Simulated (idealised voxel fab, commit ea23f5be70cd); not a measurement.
Title: Process Module voxel released beams
This is section cut - it's 260 nm across, gridded in 5 nm square cells.
When this document writes out a cross-section, it uses a grid of square cells and lists it as bands, beginning at the top and moving down, with a band standing for one or more rows of cells.
In this notation a band is specified by the heights of its top and bottom, in that order and in nm, after which its materials appear from left to right, each paired with its width in nm. The word "everywhere" attached to a single material means that material fills the band from edge to edge; the word "empty" stands for empty space.
It should be noted that heights are counted from 0, beneath which the wafer as supplied is of one material throughout, and that the lowest band possesses no lower boundary but continues downward, as written in "z 0 and below".
A width given as "30 to 40" starts at the first number in the band's top row and ends at the second number in its bottom row, shifting by an equal amount at every step from row to row.
Key: "remains unaltered" - step with no changed cell in the cross-section.
Empty spaces without an open route to the top, at least 8 cells in extent, make up the entry "closed voids"; each is given as width x height at distance, where the distance is measured from the left edge, and all are in nm.
Text after the settings on a step's line: the simulator's own remark on that step.
"overlay nm" denotes, for a step that has a mask, the displacement of the mask to the right of its planned place, with negative values corresponding to the left.
-- Process steps foreseen in the plan
1: RECEIVE [material Si]
2: CONFORMAL_DEP [material SiN] [thk nm 5]
3: DIRECTIONAL_DEP [material SiO2] [thk nm 20]
4: DIRECTIONAL_DEP [material aC] [thk nm 15]
5: PATTERN [tone open] [mask id ANCHOR] [material resist] [width nm 25] [thk nm 30] [overlay nm 0]
6: DIRECTIONAL_ETCH [etch materials aC] [depth nm 15]
7: STRIP [etch materials resist]
8: DIRECTIONAL_ETCH [etch materials SiO2] [depth nm 20]
9: STRIP [etch materials aC]
10: CONFORMAL_DEP [material W] [thk nm 10]
11: PATTERN [tone cover] [mask id BEAM] [material resist] [width nm 80] [thk nm 15] [overlay nm 0]
12: DIRECTIONAL_ETCH [etch materials W] [depth nm 10]
13: STRIP [etch materials resist]
14: STRIP [etch materials SiO2]
-- As received (post step 1): cross-section
  z 0 and below | Si everywhere
  closed voids: none
-- What the wafer looks like in cross-section after this module, when it starts as shown above and follows the plan above but one mistake is made in running it
  z 35 to 25 | empty (85), then W (15), then empty (5), then W (60), then empty (95)
  z 25 to 15 | empty (90), then W (10), then empty (5), then W (10), then empty (145)
  z 15 to 5 | empty (90), then W (25), then empty (145)
  z 5 to 0 | W everywhere
  z 0 and below | Si everywhere
  closed voids: none
It is concluded that the wafer was processed incorrectly with respect to the plan, in that step 2: run off-plan, actual operation and settings CONFORMAL_DEP [material W] [thk nm 5]
